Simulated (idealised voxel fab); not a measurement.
Proc. module: voxel gate over fins
Cross-sectional view cut (width: 195 nm; square cell size: 5 nm).
Cross-section spec: square-cell grid; bands listed top down; each band is one or more rows.
Each band's line starts with the height of the band's top and of its bottom, in nm. Then come its materials from left to right, each with its width in nm. One material with "edge to edge" fills the band from edge to edge. "empty" is empty space.
Height reference: 0 = level under which incoming wafer is all one material. Lowest band: no bottom, runs on downward, e.g. "0 nm and below".
Read "30 to 40" as a graded width: first number on top, second number at the bottom, same change between each pair of neighbouring rows.
For the purposes of this document, the phrase "all unchanged" attached to a step denotes that no cell within the cross-section was modified by that step.
If an empty space has no open way to the top and is at least 8 cells in size, "Unvented cavities" lists it, written width x height at distance, where distance is measured from the left edge and every value is in nm.
after a step's settings: what the simulator itself notes on the step
The setting "overlay nm" may be written on the line of a step. When the step uses a mask, the value reports how far to the right of the planned place the mask lay, and a negative value reports that it lay to the left.
## Here's what the planned process steps look like
- 1: RECEIVE, material Si
- 2: CONFORMAL_DEP, material SiN, thk nm 5
- 3: DIRECTIONAL_DEP, material aC, thk nm 15
- 4: PATTERN, tone cover, mask id FINS, material resist, width nm 15, pitch nm 50, thk nm 35, overlay nm 0
- 5: DIRECTIONAL_ETCH, etch materials aC, depth nm 15
- 6: STRIP, etch materials resist
- 7: DIRECTIONAL_ETCH, etch materials SiN, depth nm 5
- 8: DIRECTIONAL_ETCH, etch materials Si, depth nm 40
- 9: STRIP, etch materials aC
- 10: FILL_DEP, material SiO2, thk nm 15
- 11: CMP, height nm 5
- 12: DIRECTIONAL_DEP, material aC, thk nm 15
- 13: PATTERN, tone open, mask id RAIL, material resist, width nm 15, thk nm 30, overlay nm 0
- 14: DIRECTIONAL_ETCH, etch materials aC, depth nm 15
- 15: STRIP, etch materials resist
- 16: DIRECTIONAL_ETCH, etch materials SiO2, depth nm 40
- 17: STRIP, etch materials aC
- 18: CONFORMAL_DEP, material TiN, thk nm 5
- 19: FILL_DEP, material W, thk nm 5
- 20: CMP, height nm 5
- 21: SELECTIVE_ETCH, etch materials W Ru TiN, depth nm 25
- 22: FILL_DEP, material SiO2, thk nm 5
- 23: CMP, height nm 5
- 24: SELECTIVE_ETCH, etch materials SiO2, depth nm 15
- 25: STRIP, etch materials SiN
- 26: CONFORMAL_DEP, material HfO2, thk nm 5
- 27: CONFORMAL_DEP, material TiN, thk nm 5
- 28: CONFORMAL_DEP, material TiAl, thk nm 5
- 29: CONFORMAL_DEP, material TiN, thk nm 5
- 30: FILL_DEP, material W, thk nm 10
- 31: CMP, height nm 25
- 32: CONFORMAL_DEP, material SiN, thk nm 10
## As received (post step 1): cross-section
	0 nm and below = Si edge to edge
	Unvented cavities: none
## Cross-section: first of two wafers, module finished, run according to plan
	35 nm to 25 nm = SiN edge to edge
	25 nm to 20 nm = W edge to edge
	20 nm to 15 nm = W 45, then TiN 105, then W 45
	15 nm to 10 nm = W 45, then TiN 5, then TiAl 45, then TiN 5, then TiAl 45, then TiN 5, then W 45
	10 nm to 5 nm = TiN 50, then TiAl 5, then TiN 35, then TiAl 5, then TiN 5, then TiAl 5, then TiN 35, then TiAl 5, then TiN 50
	5 nm to 0 nm = TiAl 55, then TiN 5, then HfO2 25, then TiN 5, then TiAl 15, then TiN 5, then HfO2 25, then TiN 5, then TiAl 55
	0 nm to -5 nm = TiN 60, then HfO2 5, then Si 15, then HfO2 5, then TiN 25, then HfO2 5, then Si 15, then HfO2 5, then TiN 60
	-5 nm to -10 nm = HfO2 65, then Si 15, then HfO2 35, then Si 15, then HfO2 65
	-10 nm to -20 nm = SiO2 65, then Si 15, then SiO2 35, then Si 15, then SiO2 65
	-20 nm to -30 nm = SiO2 65, then Si 15, then SiO2 10, then TiN 5, then W 5, then TiN 5, then SiO2 10, then Si 15, then SiO2 65
	-30 nm to -35 nm = SiO2 65, then Si 15, then SiO2 10, then TiN 15, then SiO2 10, then Si 15, then SiO2 65
	-35 nm to -40 nm = SiO2 65, then Si 15, then SiO2 35, then Si 15, then SiO2 65
	-40 nm and below = Si edge to edge
	Unvented cavities: none
## This is the second of the two wafers, cross-sectioned at the end of the module; it started exactly like the first and was given the same plan, but it was run with one mistake
	35 nm to 25 nm = SiN edge to edge
	25 nm to 20 nm = W edge to edge
	20 nm to 15 nm = W 45, then TiN 105, then W 45
	15 nm to 10 nm = W 45, then TiN 5, then TiAl 45, then TiN 5, then TiAl 45, then TiN 5, then W 45
	10 nm to 5 nm = TiN 50, then TiAl 5, then TiN 35, then TiAl 5, then TiN 5, then TiAl 5, then TiN 35, then TiAl 5, then TiN 50
	5 nm to 0 nm = TiAl 55, then TiN 5, then HfO2 25, then TiN 5, then TiAl 15, then TiN 5, then HfO2 25, then TiN 5, then TiAl 55
	0 nm to -5 nm = TiN 60, then HfO2 5, then Si 15, then HfO2 5, then TiN 25, then HfO2 5, then Si 15, then HfO2 5, then TiN 60
	-5 nm to -10 nm = HfO2 65, then Si 15, then HfO2 35, then Si 15, then HfO2 65
	-10 nm to -20 nm = SiO2 65, then Si 15, then SiO2 35, then Si 15, then SiO2 65
	-20 nm to -30 nm = SiO2 65, then Si 15, then SiO2 10, then TiN 5, then W 10, then TiN 5, then SiO2 5, then Si 15, then SiO2 65
	-30 nm to -35 nm = SiO2 65, then Si 15, then SiO2 10, then TiN 20, then SiO2 5, then Si 15, then SiO2 65
	-35 nm to -40 nm = SiO2 65, then Si 15, then SiO2 35, then Si 15, then SiO2 65
	-40 nm and below = Si edge to edge
	Unvented cavities: none
Plan not followed: step 13 was not run as planned; what actually ran was PATTERN, tone open, mask id RAIL, material resist, width nm 20, thk nm 30, overlay nm 0
Materials where the second wafer ends with more or fewer cells than the first: -3 SiO2, +1 TiN, +2 W
